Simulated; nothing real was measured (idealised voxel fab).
Process module, titled voxel transistor to metal
195 nm wide, 5 nm square cells: that's cross-section cut.
Square cells in a grid make up a cross-section in this document, and the grid is given as bands, listed from the top down, each one or more rows of cells.
Heights first: top, then bottom, in nm. Then materials, left to right, each with a width in nm. "everywhere" on a single material: fills the band edge to edge. "empty": empty space.
We count height from 0. Below that, the starting wafer is all one material. The lowest band never ends at the bottom but goes on down; see "0..down" for how that is written.
A two-number width, for instance "30 to 40", indicates that the width is equal to the first number in the top row of the band and to the second number in the bottom row, and that it changes by a constant amount per row of cells.
Key: "nothing was modified" - step with no changed cell in the cross-section.
"Enclosed empty spaces" means: voids of 8 cells or more that are shut off from the top with no open way through. Written width x height at distance, distance from the left edge, in nm.
On a step's line, text after the settings is the simulator commenting on that step.
The line of a step may include "overlay nm". On a step with a mask, this value is how far to the right of its planned place the mask lay. A negative value means the mask lay to the left.
[Process steps - plan]
1: RECEIVE (material Si)
2: OXIDIZE (depth nm 5)
3: CONFORMAL_DEP (material SiN; thk nm 10)
4: DIRECTIONAL_DEP (material aC; thk nm 15)
5: PATTERN (tone cover; mask id ACTIVE; material resist; width nm 130; thk nm 30; overlay nm 0)
6: DIRECTIONAL_ETCH (etch materials aC; depth nm 15)
7: STRIP (etch materials resist)
8: DIRECTIONAL_ETCH (etch materials SiN; depth nm 10)
9: DIRECTIONAL_ETCH (etch materials SiO2; depth nm 5)
10: DIRECTIONAL_ETCH (etch materials Si; depth nm 30)
11: STRIP (etch materials aC)
12: FILL_DEP (material SiO2; thk nm 5)
13: CMP (height nm 10)
14: SELECTIVE_ETCH (etch materials SiO2; depth nm 10)
15: STRIP (etch materials SiN)
16: SELECTIVE_ETCH (etch materials SiO2; depth nm 5)
17: OXIDIZE (depth nm 5)
18: DIRECTIONAL_DEP (material polySi; thk nm 30)
19: DIRECTIONAL_DEP (material SiCN; thk nm 10)
20: DIRECTIONAL_DEP (material aC; thk nm 15)
21: PATTERN (tone cover; mask id GATE; material resist; width nm 30; thk nm 30; overlay nm 0)
22: DIRECTIONAL_ETCH (etch materials aC; depth nm 15)
23: STRIP (etch materials resist)
24: DIRECTIONAL_ETCH (etch materials SiCN; depth nm 20)
25: DIRECTIONAL_ETCH (etch materials polySi; depth nm 40)
26: STRIP (etch materials aC)
27: CONFORMAL_DEP (material SiN; thk nm 10)
28: DIRECTIONAL_ETCH (etch materials SiN; depth nm 10)
29: DIRECTIONAL_ETCH (etch materials SiO2; depth nm 5)
30: DIRECTIONAL_ETCH (etch materials Si; depth nm 10)
31: EPI (material pSi; thk nm 10)
32: FILL_DEP (material SiO2; thk nm 10)
33: CMP (height nm 25)
34: STRIP (etch materials polySi)
35: SELECTIVE_ETCH (etch materials SiO2; depth nm 5)
36: CONFORMAL_DEP (material HfO2; thk nm 5)
37: CONFORMAL_DEP (material TiN; thk nm 5)
38: FILL_DEP (material W; thk nm 10)
39: CMP (height nm 20)
40: DIRECTIONAL_DEP (material SiO2; thk nm 10)
41: PATTERN (tone open; mask id CONTACT; material resist; width nm 20; pitch nm 90; thk nm 20; overlay nm 0)
42: DIRECTIONAL_ETCH (etch materials SiO2; depth nm 40)
43: STRIP (etch materials resist)
44: CONFORMAL_DEP (material TiN; thk nm 5)
45: FILL_DEP (material W; thk nm 10)
46: CMP (height nm 30)
47: DIRECTIONAL_DEP (material TiN; thk nm 5)
48: DIRECTIONAL_DEP (material Ru; thk nm 25)
49: MASKED_ETCH (tone cover; mask id METAL_1; width nm 20; pitch nm 90; etch materials Ru; depth nm 25; overlay nm 0)
50: MASKED_ETCH (tone cover; mask id METAL_1; width nm 20; pitch nm 90; etch materials TiN; depth nm 5; overlay nm 0)
51: CONFORMAL_DEP (material SiN; thk nm 5)
52: FILL_DEP (material SiO2; thk nm 5)
53: CMP (height nm 60)
54: CONFORMAL_DEP (material SiCN; thk nm 5)
[Run as planned: first of two wafers]
[Cross-sectional view of the wafer in its as-received condition, corresponding to the state after step 1]
> 0..down | Si everywhere
> Enclosed empty spaces: none
[How the wafer stands in section after step 2]
> 0..-5 | SiO2 everywhere
> Under the height -5 nothing was changed.
[How the wafer stands in section after step 3]
> 10..0 | SiN everywhere
> Under the height 0 nothing was changed.
[How the wafer stands in section after step 4]
> 25..10 | aC everywhere
> Under the height 10 nothing was changed.
[How the wafer stands in section after step 5]
> 55..25 | empty=30, resist=130, empty=35
> Under the height 25 nothing was changed.
[How the wafer stands in section after step 6]
> 40..25 | empty=30, resist=130, empty=35
> 25..10 | empty=30, aC=130, empty=35
> Under the height 10 nothing was changed.
[How the wafer stands in section after step 7]
> 25..10 | empty=30, aC=130, empty=35
> Under the height 10 nothing was changed.
[How the wafer stands in section after step 8]
> 25..10 | empty=30, aC=130, empty=35
> 10..0 | empty=30, SiN=130, empty=35
> Under the height 0 nothing was changed.
[How the wafer stands in section after step 9]
> 25..10 | empty=30, aC=130, empty=35
> 10..0 | empty=30, SiN=130, empty=35
> 0..-5 | empty=30, SiO2=130, empty=35
> Under the height -5 nothing was changed.
[How the wafer stands in section after step 10]
> 25..10 | empty=30, aC=130, empty=35
> 10..0 | empty=30, SiN=130, empty=35
> 0..-5 | empty=30, SiO2=130, empty=35
> -5..-35 | empty=30, Si=130, empty=35
> Under the height -35 nothing was changed.
[How the wafer stands in section after step 11]
> 10..0 | empty=30, SiN=130, empty=35
> Under the height 0 nothing was changed.
[How the wafer stands in section after step 12]
> 15..10 | SiO2 everywhere
> 10..0 | SiO2=30, SiN=130, SiO2=35
> 0..-5 | SiO2 everywhere
> -5..-35 | SiO2=30, Si=130, SiO2=35
> Under the height -35 nothing was changed.
[How the wafer stands in section after step 13]
> 10..0 | SiO2=30, SiN=130, SiO2=35
> Under the height 0 nothing was changed.
[How the wafer stands in section after step 14]
> 10..0 | empty=30, SiN=130, empty=35
> Under the height 0 nothing was changed.
[How the wafer stands in section after step 15]
> 0..-5 | SiO2 everywhere
> Under the height -5 nothing was changed.
[How the wafer stands in section after step 16]
> -5..-35 | SiO2=30, Si=130, SiO2=35
> Under the height -35 nothing was changed.
[How the wafer stands in section after step 17]
> -5..-10 | SiO2 everywhere
> Under the height -10 nothing was changed.
[How the wafer stands in section after step 18]
> 25..-5 | polySi everywhere
> Under the height -5 nothing was changed.
[How the wafer stands in section after step 19]
> 35..25 | SiCN everywhere
> Under the height 25 nothing was changed.
[How the wafer stands in section after step 20]
> 50..35 | aC everywhere
> Under the height 35 nothing was changed.
[How the wafer stands in section after step 21]
> 80..50 | empty=80, resist=30, empty=85
> Under the height 50 nothing was changed.
[How the wafer stands in section after step 22]
> 65..50 | empty=80, resist=30, empty=85
> 50..35 | empty=80, aC=30, empty=85
> Under the height 35 nothing was changed.
[How the wafer stands in section after step 23]
> 50..35 | empty=80, aC=30, empty=85
> Under the height 35 nothing was changed.
[How the wafer stands in section after step 24]
> 50..35 | empty=80, aC=30, empty=85
> 35..25 | empty=80, SiCN=30, empty=85
> Under the height 25 nothing was changed.
[How the wafer stands in section after step 25]
> 50..35 | empty=80, aC=30, empty=85
> 35..25 | empty=80, SiCN=30, empty=85
> 25..-5 | empty=80, polySi=30, empty=85
> Under the height -5 nothing was changed.
[How the wafer stands in section after step 26]
> 35..25 | empty=80, SiCN=30, empty=85
> Under the height 25 nothing was changed.
[How the wafer stands in section after step 27]
> 45..35 | empty=70, SiN=50, empty=75
> 35..25 | empty=70, SiN=10, SiCN=30, SiN=10, empty=75
> 25..5 | empty=70, SiN=10, polySi=30, SiN=10, empty=75
> 5..-5 | SiN=80, polySi=30, SiN=85
> Under the height -5 nothing was changed.
[How the wafer stands in section after step 28]
> 35..25 | empty=70, SiN=10, SiCN=30, SiN=10, empty=75
> 25..-5 | empty=70, SiN=10, polySi=30, SiN=10, empty=75
> Under the height -5 nothing was changed.
[How the wafer stands in section after step 29]
> 35..25 | empty=70, SiN=10, SiCN=30, SiN=10, empty=75
> 25..-5 | empty=70, SiN=10, polySi=30, SiN=10, empty=75
> -5..-10 | empty=70, SiO2=50, empty=75
> Under the height -10 nothing was changed.
[How the wafer stands in section after step 30]
> 35..25 | empty=70, SiN=10, SiCN=30, SiN=10, empty=75
> 25..-5 | empty=70, SiN=10, polySi=30, SiN=10, empty=75
> -5..-10 | empty=70, SiO2=50, empty=75
> -10..-20 | SiO2=30, empty=40, Si=50, empty=40, SiO2=35
> Under the height -20 nothing was changed.
[How the wafer stands in section after step 31]
> 35..25 | empty=70, SiN=10, SiCN=30, SiN=10, empty=75
> 25..0 | empty=70, SiN=10, polySi=30, SiN=10, empty=75
> 0..-5 | empty=60, pSi=10, SiN=10, polySi=30, SiN=10, pSi=10, empty=65
> -5..-10 | empty=60, pSi=10, SiO2=50, pSi=10, empty=65
> -10..-20 | SiO2=30, pSi=40, Si=50, pSi=40, SiO2=35
> Under the height -20 nothing was changed.
[How the wafer stands in section after step 32]
> 45..35 | SiO2 everywhere
> 35..25 | SiO2=70, SiN=10, SiCN=30, SiN=10, SiO2=75
> 25..0 | SiO2=70, SiN=10, polySi=30, SiN=10, SiO2=75
> 0..-5 | SiO2=60, pSi=10, SiN=10, polySi=30, SiN=10, pSi=10, SiO2=65
> -5..-10 | SiO2=60, pSi=10, SiO2=50, pSi=10, SiO2=65
> Under the height -10 nothing was changed.
[How the wafer stands in section after step 33]
> 25..0 | SiO2=70, SiN=10, polySi=30, SiN=10, SiO2=75
> Under the height 0 nothing was changed.
[How the wafer stands in section after step 34]
> 25..0 | SiO2=70, SiN=10, empty=30, SiN=10, SiO2=75
> 0..-5 | SiO2=60, pSi=10, SiN=10, empty=30, SiN=10, pSi=10, SiO2=65
> Under the height -5 nothing was changed.
[How the wafer stands in section after step 35]
> 25..20 | empty=70, SiN=10, empty=30, SiN=10, empty=75
> 20..0 | SiO2=70, SiN=10, empty=30, SiN=10, SiO2=75
> 0..-5 | SiO2=60, pSi=10, SiN=10, empty=30, SiN=10, pSi=10, SiO2=65
> -5..-10 | SiO2=60, pSi=10, SiO2=5, empty=40, SiO2=5, pSi=10, SiO2=65
> Under the height -10 nothing was changed.
[How the wafer stands in section after step 36]
> 30..25 | empty=65, HfO2=20, empty=20, HfO2=20, empty=70
> 25..20 | HfO2=70, SiN=10, HfO2=5, empty=20, HfO2=5, SiN=10, HfO2=75
> 20..0 | SiO2=70, SiN=10, HfO2=5, empty=20, HfO2=5, SiN=10, SiO2=75
> 0..-5 | SiO2=60, pSi=10, SiN=10, HfO2=5, empty=20, HfO2=5, SiN=10, pSi=10, SiO2=65
> -5..-10 | SiO2=60, pSi=10, SiO2=5, HfO2=40, SiO2=5, pSi=10, SiO2=65
> Under the height -10 nothing was changed.
[How the wafer stands in section after step 37]
> 35..30 | empty=60, TiN=30, empty=10, TiN=30, empty=65
> 30..25 | TiN=65, HfO2=20, TiN=5, empty=10, TiN=5, HfO2=20, TiN=70
> 25..20 | HfO2=70, SiN=10, HfO2=5, TiN=5, empty=10, TiN=5, HfO2=5, SiN=10, HfO2=75
> 20..0 | SiO2=70, SiN=10, HfO2=5, TiN=5, empty=10, TiN=5, HfO2=5, SiN=10, SiO2=75
> 0..-5 | SiO2=60, pSi=10, SiN=10, HfO2=5, TiN=20, HfO2=5, SiN=10, pSi=10, SiO2=65
> Under the height -5 nothing was changed.
[How the wafer stands in section after step 38]
> 45..35 | W everywhere
> 35..30 | W=60, TiN=30, W=10, TiN=30, W=65
> 30..25 | TiN=65, HfO2=20, TiN=5, W=10, TiN=5, HfO2=20, TiN=70
> 25..20 | HfO2=70, SiN=10, HfO2=5, TiN=5, W=10, TiN=5, HfO2=5, SiN=10, HfO2=75
> 20..0 | SiO2=70, SiN=10, HfO2=5, TiN=5, W=10, TiN=5, HfO2=5, SiN=10, SiO2=75
> Under the height 0 nothing was changed.
[How the wafer stands in section after step 39]
> 20..0 | SiO2=70, SiN=10, HfO2=5, TiN=5, W=10, TiN=5, HfO2=5, SiN=10, SiO2=75
> Under the height 0 nothing was changed.
[How the wafer stands in section after step 40]
> 30..20 | SiO2 everywhere
> Under the height 20 nothing was changed.
[How the wafer stands in section after step 41]
> 50..30 | resist=40, empty=20, resist=70, empty=20, resist=45
> Under the height 30 nothing was changed.
[How the wafer stands in section after step 42]
> 50..30 | resist=40, empty=20, resist=70, empty=20, resist=45
> 30..20 | SiO2=40, empty=20, SiO2=70, empty=20, SiO2=45
> 20..0 | SiO2=40, empty=20, SiO2=10, SiN=10, HfO2=5, TiN=5, W=10, TiN=5, HfO2=5, SiN=10, SiO2=10, empty=20, SiO2=45
> 0..-5 | SiO2=40, empty=20, pSi=10, SiN=10, HfO2=5, TiN=20, HfO2=5, SiN=10, pSi=10, empty=20, SiO2=45
> -5..-10 | SiO2=40, empty=20, pSi=10, SiO2=5, HfO2=40, SiO2=5, pSi=10, empty=20, SiO2=45
> Under the height -10 nothing was changed.
[How the wafer stands in section after step 43]
> 30..20 | SiO2=40, empty=20, SiO2=70, empty=20, SiO2=45
> Under the height 20 nothing was changed.
[How the wafer stands in section after step 44]
> 35..30 | TiN=45, empty=10, TiN=80, empty=10, TiN=50
> 30..20 | SiO2=40, TiN=5, empty=10, TiN=5, SiO2=70, TiN=5, empty=10, TiN=5, SiO2=45
> 20..0 | SiO2=40, TiN=5, empty=10, TiN=5, SiO2=10, SiN=10, HfO2=5, TiN=5, W=10, TiN=5, HfO2=5, SiN=10, SiO2=10, TiN=5, empty=10, TiN=5, SiO2=45
> 0..-5 | SiO2=40, TiN=5, empty=10, TiN=5, pSi=10, SiN=10, HfO2=5, TiN=20, HfO2=5, SiN=10, pSi=10, TiN=5, empty=10, TiN=5, SiO2=45
> -5..-10 | SiO2=40, TiN=20, pSi=10, SiO2=5, HfO2=40, SiO2=5, pSi=10, TiN=20, SiO2=45
> Under the height -10 nothing was changed.
[How the wafer stands in section after step 45]
> 45..35 | W everywhere
> 35..30 | TiN=45, W=10, TiN=80, W=10, TiN=50
> 30..20 | SiO2=40, TiN=5, W=10, TiN=5, SiO2=70, TiN=5, W=10, TiN=5, SiO2=45
> 20..0 | SiO2=40, TiN=5, W=10, TiN=5, SiO2=10, SiN=10, HfO2=5, TiN=5, W=10, TiN=5, HfO2=5, SiN=10, SiO2=10, TiN=5, W=10, TiN=5, SiO2=45
> 0..-5 | SiO2=40, TiN=5, W=10, TiN=5, pSi=10, SiN=10, HfO2=5, TiN=20, HfO2=5, SiN=10, pSi=10, TiN=5, W=10, TiN=5, SiO2=45
> Under the height -5 nothing was changed.
[How the wafer stands in section after step 46]
> 30..20 | SiO2=40, TiN=5, W=10, TiN=5, SiO2=70, TiN=5, W=10, TiN=5, SiO2=45
> Under the height 20 nothing was changed.
[How the wafer stands in section after step 47]
> 35..30 | TiN everywhere
> Under the height 30 nothing was changed.
[How the wafer stands in section after step 48]
> 60..35 | Ru everywhere
> Under the height 35 nothing was changed.
[How the wafer stands in section after step 49]
> 60..35 | empty=40, Ru=20, empty=70, Ru=20, empty=45
> Under the height 35 nothing was changed.
[How the wafer stands in section after step 50]
> 60..35 | empty=40, Ru=20, empty=70, Ru=20, empty=45
> 35..30 | empty=40, TiN=20, empty=70, TiN=20, empty=45
> Under the height 30 nothing was changed.
[How the wafer stands in section after step 51]
> 65..60 | empty=35, SiN=30, empty=60, SiN=30, empty=40
> 60..35 | empty=35, SiN=5, Ru=20, SiN=5, empty=60, SiN=5, Ru=20, SiN=5, empty=40
> 35..30 | SiN=40, TiN=20, SiN=70, TiN=20, SiN=45
> Under the height 30 nothing was changed.
[How the wafer stands in section after step 52]
> 70..65 | SiO2 everywhere
> 65..60 | SiO2=35, SiN=30, SiO2=60, SiN=30, SiO2=40
> 60..35 | SiO2=35, SiN=5, Ru=20, SiN=5, SiO2=60, SiN=5, Ru=20, SiN=5, SiO2=40
> Under the height 35 nothing was changed.
[How the wafer stands in section after step 53]
> 60..35 | SiO2=35, SiN=5, Ru=20, SiN=5, SiO2=60, SiN=5, Ru=20, SiN=5, SiO2=40
> Under the height 35 nothing was changed.
[How the wafer stands in section after step 54]
> 65..60 | SiCN everywhere
> Under the height 60 nothing was changed.
[Wafer two of two - same starting point, same process plan, one mistake in execution; matches wafer one up to and including step 9]
[What the second wafer looks like in cross-section when step 10 should have wrapped up]
> 25..10 | empty=30, aC=130, empty=35
> 10..0 | empty=30, SiN=130, empty=35
> 0..-5 | empty=30, SiO2=130, empty=35
> -5..-65 | empty=30, Si=130, empty=35
> Under the height -65 nothing was changed.
[What the second wafer looks like in cross-section when step 11 should have wrapped up]
> 10..0 | empty=30, SiN=130, empty=35
> Under the height 0 nothing was changed.
[What the second wafer looks like in cross-section when step 12 should have wrapped up]
> 15..10 | SiO2 everywhere
> 10..0 | SiO2=30, SiN=130, SiO2=35
> 0..-5 | SiO2 everywhere
> -5..-65 | SiO2=30, Si=130, SiO2=35
> Under the height -65 nothing was changed.
[What the second wafer looks like in cross-section when step 13 should have wrapped up]
> 10..0 | SiO2=30, SiN=130, SiO2=35
> Under the height 0 nothing was changed.
[What the second wafer looks like in cross-section when step 14 should have wrapped up]
> 10..0 | empty=30, SiN=130, empty=35
> Under the height 0 nothing was changed.
[What the second wafer looks like in cross-section when step 15 should have wrapped up]
> 0..-5 | SiO2 everywhere
> Under the height -5 nothing was changed.
[What the second wafer looks like in cross-section when step 16 should have wrapped up]
> -5..-65 | SiO2=30, Si=130, SiO2=35
> Under the height -65 nothing was changed.
[What the second wafer looks like in cross-section when step 17 should have wrapped up]
> -5..-10 | SiO2 everywhere
> Under the height -10 nothing was changed.
[What the second wafer looks like in cross-section when step 18 should have wrapped up]
> 25..-5 | polySi everywhere
> Under the height -5 nothing was changed.
[What the second wafer looks like in cross-section when step 19 should have wrapped up]
> 35..25 | SiCN everywhere
> Under the height 25 nothing was changed.
[What the second wafer looks like in cross-section when step 20 should have wrapped up]
> 50..35 | aC everywhere
> Under the height 35 nothing was changed.
[What the second wafer looks like in cross-section when step 21 should have wrapped up]
> 80..50 | empty=80, resist=30, empty=85
> Under the height 50 nothing was changed.
[What the second wafer looks like in cross-section when step 22 should have wrapped up]
> 65..50 | empty=80, resist=30, empty=85
> 50..35 | empty=80, aC=30, empty=85
> Under the height 35 nothing was changed.
[What the second wafer looks like in cross-section when step 23 should have wrapped up]
> 50..35 | empty=80, aC=30, empty=85
> Under the height 35 nothing was changed.
[What the second wafer looks like in cross-section when step 24 should have wrapped up]
> 50..35 | empty=80, aC=30, empty=85
> 35..25 | empty=80, SiCN=30, empty=85
> Under the height 25 nothing was changed.
[What the second wafer looks like in cross-section when step 25 should have wrapped up]
> 50..35 | empty=80, aC=30, empty=85
> 35..25 | empty=80, SiCN=30, empty=85
> 25..-5 | empty=80, polySi=30, empty=85
> Under the height -5 nothing was changed.
[What the second wafer looks like in cross-section when step 26 should have wrapped up]
> 35..25 | empty=80, SiCN=30, empty=85
> Under the height 25 nothing was changed.
[What the second wafer looks like in cross-section when step 27 should have wrapped up]
> 45..35 | empty=70, SiN=50, empty=75
> 35..25 | empty=70, SiN=10, SiCN=30, SiN=10, empty=75
> 25..5 | empty=70, SiN=10, polySi=30, SiN=10, empty=75
> 5..-5 | SiN=80, polySi=30, SiN=85
> Under the height -5 nothing was changed.
[What the second wafer looks like in cross-section when step 28 should have wrapped up]
> 35..25 | empty=70, SiN=10, SiCN=30, SiN=10, empty=75
> 25..-5 | empty=70, SiN=10, polySi=30, SiN=10, empty=75
> Under the height -5 nothing was changed.
[What the second wafer looks like in cross-section when step 29 should have wrapped up]
> 35..25 | empty=70, SiN=10, SiCN=30, SiN=10, empty=75
> 25..-5 | empty=70, SiN=10, polySi=30, SiN=10, empty=75
> -5..-10 | empty=70, SiO2=50, empty=75
> Under the height -10 nothing was changed.
[What the second wafer looks like in cross-section when step 30 should have wrapped up]
> 35..25 | empty=70, SiN=10, SiCN=30, SiN=10, empty=75
> 25..-5 | empty=70, SiN=10, polySi=30, SiN=10, empty=75
> -5..-10 | empty=70, SiO2=50, empty=75
> -10..-20 | SiO2=30, empty=40, Si=50, empty=40, SiO2=35
> Under the height -20 nothing was changed.
[What the second wafer looks like in cross-section when step 31 should have wrapped up]
> 35..25 | empty=70, SiN=10, SiCN=30, SiN=10, empty=75
> 25..0 | empty=70, SiN=10, polySi=30, SiN=10, empty=75
> 0..-5 | empty=60, pSi=10, SiN=10, polySi=30, SiN=10, pSi=10, empty=65
> -5..-10 | empty=60, pSi=10, SiO2=50, pSi=10, empty=65
> -10..-20 | SiO2=30, pSi=40, Si=50, pSi=40, SiO2=35
> Under the height -20 nothing was changed.
[What the second wafer looks like in cross-section when step 32 should have wrapped up]
> 45..35 | SiO2 everywhere
> 35..25 | SiO2=70, SiN=10, SiCN=30, SiN=10, SiO2=75
> 25..0 | SiO2=70, SiN=10, polySi=30, SiN=10, SiO2=75
> 0..-5 | SiO2=60, pSi=10, SiN=10, polySi=30, SiN=10, pSi=10, SiO2=65
> -5..-10 | SiO2=60, pSi=10, SiO2=50, pSi=10, SiO2=65
> Under the height -10 nothing was changed.
[What the second wafer looks like in cross-section when step 33 should have wrapped up]
> 25..0 | SiO2=70, SiN=10, polySi=30, SiN=10, SiO2=75
> Under the height 0 nothing was changed.
[What the second wafer looks like in cross-section when step 34 should have wrapped up]
> 25..0 | SiO2=70, SiN=10, empty=30, SiN=10, SiO2=75
> 0..-5 | SiO2=60, pSi=10, SiN=10, empty=30, SiN=10, pSi=10, SiO2=65
> Under the height -5 nothing was changed.
[What the second wafer looks like in cross-section when step 35 should have wrapped up]
> 25..20 | empty=70, SiN=10, empty=30, SiN=10, empty=75
> 20..0 | SiO2=70, SiN=10, empty=30, SiN=10, SiO2=75
> 0..-5 | SiO2=60, pSi=10, SiN=10, empty=30, SiN=10, pSi=10, SiO2=65
> -5..-10 | SiO2=60, pSi=10, SiO2=5, empty=40, SiO2=5, pSi=10, SiO2=65
> Under the height -10 nothing was changed.
[What the second wafer looks like in cross-section when step 36 should have wrapped up]
> 30..25 | empty=65, HfO2=20, empty=20, HfO2=20, empty=70
> 25..20 | HfO2=70, SiN=10, HfO2=5, empty=20, HfO2=5, SiN=10, HfO2=75
> 20..0 | SiO2=70, SiN=10, HfO2=5, empty=20, HfO2=5, SiN=10, SiO2=75
> 0..-5 | SiO2=60, pSi=10, SiN=10, HfO2=5, empty=20, HfO2=5, SiN=10, pSi=10, SiO2=65
> -5..-10 | SiO2=60, pSi=10, SiO2=5, HfO2=40, SiO2=5, pSi=10, SiO2=65
> Under the height -10 nothing was changed.
[What the second wafer looks like in cross-section when step 37 should have wrapped up]
> 35..30 | empty=60, TiN=30, empty=10, TiN=30, empty=65
> 30..25 | TiN=65, HfO2=20, TiN=5, empty=10, TiN=5, HfO2=20, TiN=70
> 25..20 | HfO2=70, SiN=10, HfO2=5, TiN=5, empty=10, TiN=5, HfO2=5, SiN=10, HfO2=75
> 20..0 | SiO2=70, SiN=10, HfO2=5, TiN=5, empty=10, TiN=5, HfO2=5, SiN=10, SiO2=75
> 0..-5 | SiO2=60, pSi=10, SiN=10, HfO2=5, TiN=20, HfO2=5, SiN=10, pSi=10, SiO2=65
> Under the height -5 nothing was changed.
[What the second wafer looks like in cross-section when step 38 should have wrapped up]
> 45..35 | W everywhere
> 35..30 | W=60, TiN=30, W=10, TiN=30, W=65
> 30..25 | TiN=65, HfO2=20, TiN=5, W=10, TiN=5, HfO2=20, TiN=70
> 25..20 | HfO2=70, SiN=10, HfO2=5, TiN=5, W=10, TiN=5, HfO2=5, SiN=10, HfO2=75
> 20..0 | SiO2=70, SiN=10, HfO2=5, TiN=5, W=10, TiN=5, HfO2=5, SiN=10, SiO2=75
> Under the height 0 nothing was changed.
[What the second wafer looks like in cross-section when step 39 should have wrapped up]
> 20..0 | SiO2=70, SiN=10, HfO2=5, TiN=5, W=10, TiN=5, HfO2=5, SiN=10, SiO2=75
> Under the height 0 nothing was changed.
[What the second wafer looks like in cross-section when step 40 should have wrapped up]
> 30..20 | SiO2 everywhere
> Under the height 20 nothing was changed.
[What the second wafer looks like in cross-section when step 41 should have wrapped up]
> 50..30 | resist=40, empty=20, resist=70, empty=20, resist=45
> Under the height 30 nothing was changed.
[What the second wafer looks like in cross-section when step 42 should have wrapped up]
> 50..30 | resist=40, empty=20, resist=70, empty=20, resist=45
> 30..20 | SiO2=40, empty=20, SiO2=70, empty=20, SiO2=45
> 20..0 | SiO2=40, empty=20, SiO2=10, SiN=10, HfO2=5, TiN=5, W=10, TiN=5, HfO2=5, SiN=10, SiO2=10, empty=20, SiO2=45
> 0..-5 | SiO2=40, empty=20, pSi=10, SiN=10, HfO2=5, TiN=20, HfO2=5, SiN=10, pSi=10, empty=20, SiO2=45
> -5..-10 | SiO2=40, empty=20, pSi=10, SiO2=5, HfO2=40, SiO2=5, pSi=10, empty=20, SiO2=45
> Under the height -10 nothing was changed.
[What the second wafer looks like in cross-section when step 43 should have wrapped up]
> 30..20 | SiO2=40, empty=20, SiO2=70, empty=20, SiO2=45
> Under the height 20 nothing was changed.
[What the second wafer looks like in cross-section when step 44 should have wrapped up]
> 35..30 | TiN=45, empty=10, TiN=80, empty=10, TiN=50
> 30..20 | SiO2=40, TiN=5, empty=10, TiN=5, SiO2=70, TiN=5, empty=10, TiN=5, SiO2=45
> 20..0 | SiO2=40, TiN=5, empty=10, TiN=5, SiO2=10, SiN=10, HfO2=5, TiN=5, W=10, TiN=5, HfO2=5, SiN=10, SiO2=10, TiN=5, empty=10, TiN=5, SiO2=45
> 0..-5 | SiO2=40, TiN=5, empty=10, TiN=5, pSi=10, SiN=10, HfO2=5, TiN=20, HfO2=5, SiN=10, pSi=10, TiN=5, empty=10, TiN=5, SiO2=45
> -5..-10 | SiO2=40, TiN=20, pSi=10, SiO2=5, HfO2=40, SiO2=5, pSi=10, TiN=20, SiO2=45
> Under the height -10 nothing was changed.
[What the second wafer looks like in cross-section when step 45 should have wrapped up]
> 45..35 | W everywhere
> 35..30 | TiN=45, W=10, TiN=80, W=10, TiN=50
> 30..20 | SiO2=40, TiN=5, W=10, TiN=5, SiO2=70, TiN=5, W=10, TiN=5, SiO2=45
> 20..0 | SiO2=40, TiN=5, W=10, TiN=5, SiO2=10, SiN=10, HfO2=5, TiN=5, W=10, TiN=5, HfO2=5, SiN=10, SiO2=10, TiN=5, W=10, TiN=5, SiO2=45
> 0..-5 | SiO2=40, TiN=5, W=10, TiN=5, pSi=10, SiN=10, HfO2=5, TiN=20, HfO2=5, SiN=10, pSi=10, TiN=5, W=10, TiN=5, SiO2=45
> Under the height -5 nothing was changed.
[What the second wafer looks like in cross-section when step 46 should have wrapped up]
> 30..20 | SiO2=40, TiN=5, W=10, TiN=5, SiO2=70, TiN=5, W=10, TiN=5, SiO2=45
> Under the height 20 nothing was changed.
[What the second wafer looks like in cross-section when step 47 should have wrapped up]
> 35..30 | TiN everywhere
> Under the height 30 nothing was changed.
[What the second wafer looks like in cross-section when step 48 should have wrapped up]
> 60..35 | Ru everywhere
> Under the height 35 nothing was changed.
[What the second wafer looks like in cross-section when step 49 should have wrapped up]
> 60..35 | empty=40, Ru=20, empty=70, Ru=20, empty=45
> Under the height 35 nothing was changed.
[What the second wafer looks like in cross-section when step 50 should have wrapped up]
> 60..35 | empty=40, Ru=20, empty=70, Ru=20, empty=45
> 35..30 | empty=40, TiN=20, empty=70, TiN=20, empty=45
> Under the height 30 nothing was changed.
[What the second wafer looks like in cross-section when step 51 should have wrapped up]
> 65..60 | empty=35, SiN=30, empty=60, SiN=30, empty=40
> 60..35 | empty=35, SiN=5, Ru=20, SiN=5, empty=60, SiN=5, Ru=20, SiN=5, empty=40
> 35..30 | SiN=40, TiN=20, SiN=70, TiN=20, SiN=45
> Under the height 30 nothing was changed.
[What the second wafer looks like in cross-section when step 52 should have wrapped up]
> 70..65 | SiO2 everywhere
> 65..60 | SiO2=35, SiN=30, SiO2=60, SiN=30, SiO2=40
> 60..35 | SiO2=35, SiN=5, Ru=20, SiN=5, SiO2=60, SiN=5, Ru=20, SiN=5, SiO2=40
> Under the height 35 nothing was changed.
[What the second wafer looks like in cross-section when step 53 should have wrapped up]
> 60..35 | SiO2=35, SiN=5, Ru=20, SiN=5, SiO2=60, SiN=5, Ru=20, SiN=5, SiO2=40
> Under the height 35 nothing was changed.
[What the second wafer looks like in cross-section when step 54 should have wrapped up]
> 65..60 | SiCN everywhere
> Under the height 60 nothing was changed.
Finding, execution versus plan: plan step 10 was conducted twice
Wafer comparison, final, in cells, second relative to first, materials more or fewer: Si: 78 fewer, SiO2: 78 more
